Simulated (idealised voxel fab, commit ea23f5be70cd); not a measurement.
process module | voxel self aligned vias
cross-section cut | 155 nm wide | cells 5 nm
A cross-section is a grid of square cells, given in bands from the top down. A band is one or more rows of cells.
Each band's line starts with the height of the band's top and of its bottom, in nm. Then come its materials from left to right, each with its width in nm. One material with "throughout" fills the band from edge to edge. "air" is empty space.
Height 0 is the level under which the wafer as received is all one material. The lowest band goes on downwards, as in "0 down".
A width such as "30 to 40" changes by the same amount from each row of cells to the next, from the band's top row to its bottom row.
"no change" after a step means that no cell of the cross-section changed.
closed voids: empty space of 8 cells or more with no open way to the top, each as width x height at its distance from the left edge, in nm
after a step's settings: what the simulator itself notes on the step
overlay nm, on a step with a mask: how far to the right of its planned place the mask lay; to the left if negative
plan
1 op RECEIVE | material Si
2 op CONFORMAL_DEP | material SiO2 | thk nm 15
3 op CONFORMAL_DEP | material SiCN | thk nm 5
4 op DIRECTIONAL_DEP | material SiO2 | thk nm 25
5 op PATTERN | tone open | mask id LINES | material resist | width nm 30 | pitch nm 55 | thk nm 15 | overlay nm 0
6 op DIRECTIONAL_ETCH | etch materials SiO2 | depth nm 25
7 op STRIP | etch materials resist
8 op CONFORMAL_DEP | material TiN | thk nm 5
9 op FILL_DEP | material W | thk nm 10
10 op CMP | height nm 45
11 op SELECTIVE_ETCH | etch materials W Ru TiN | depth nm 5
12 op FILL_DEP | material SiN | thk nm 10
13 op CMP | height nm 45
14 op DIRECTIONAL_DEP | material SiO2 | thk nm 15
15 op MASKED_ETCH | tone open | mask id VIAS | width nm 40 | pitch nm 55 | etch materials SiO2 | depth nm 15 | overlay nm 0
16 op MASKED_ETCH | tone open | mask id VIAS | width nm 40 | pitch nm 55 | etch materials SiN | depth nm 5 | overlay nm 0
17 op CONFORMAL_DEP | material TiN | thk nm 5
18 op FILL_DEP | material Ru | thk nm 10
19 op CMP | height nm 60
20 op CONFORMAL_DEP | material SiCN | thk nm 5
as received, after step 1
  0 down: Si throughout
  closed voids: none
first wafer at the end, as planned
  65 to 60: SiCN throughout
  60 to 50: SiO2 30 | TiN 5 | Ru 30 | TiN 5 | SiO2 15 | TiN 5 | Ru 30 | TiN 5 | SiO2 30
  50 to 45: SiO2 30 | TiN 10 | Ru 20 | TiN 10 | SiO2 15 | TiN 10 | Ru 20 | TiN 10 | SiO2 30
  45 to 40: SiO2 35 | TiN 30 | SiO2 25 | TiN 30 | SiO2 35
  40 to 25: SiO2 35 | TiN 5 | W 20 | TiN 5 | SiO2 25 | TiN 5 | W 20 | TiN 5 | SiO2 35
  25 to 20: SiO2 35 | TiN 30 | SiO2 25 | TiN 30 | SiO2 35
  20 to 15: SiCN throughout
  15 to 0: SiO2 throughout
  0 down: Si throughout
  closed voids: none
second wafer at the end: like start, like plan, one mistake
  65 to 60: SiCN throughout
  60 to 50: SiO2 30 | TiN 5 | Ru 30 | TiN 5 | SiO2 15 | TiN 5 | Ru 30 | TiN 5 | SiO2 30
  50 to 45: SiO2 30 | TiN 10 | Ru 20 | TiN 10 | SiO2 15 | TiN 10 | Ru 20 | TiN 10 | SiO2 30
  45 to 35: SiO2 35 | TiN 30 | SiO2 25 | TiN 30 | SiO2 35
  35 to 30: SiCN throughout
  30 to 0: SiO2 throughout
  0 down: Si throughout
  closed voids: none
what went wrong: step 2 was run twice
at the end the second wafer has, in cells: 36 more of SiO2 | 12 fewer of TiN | 24 fewer of W
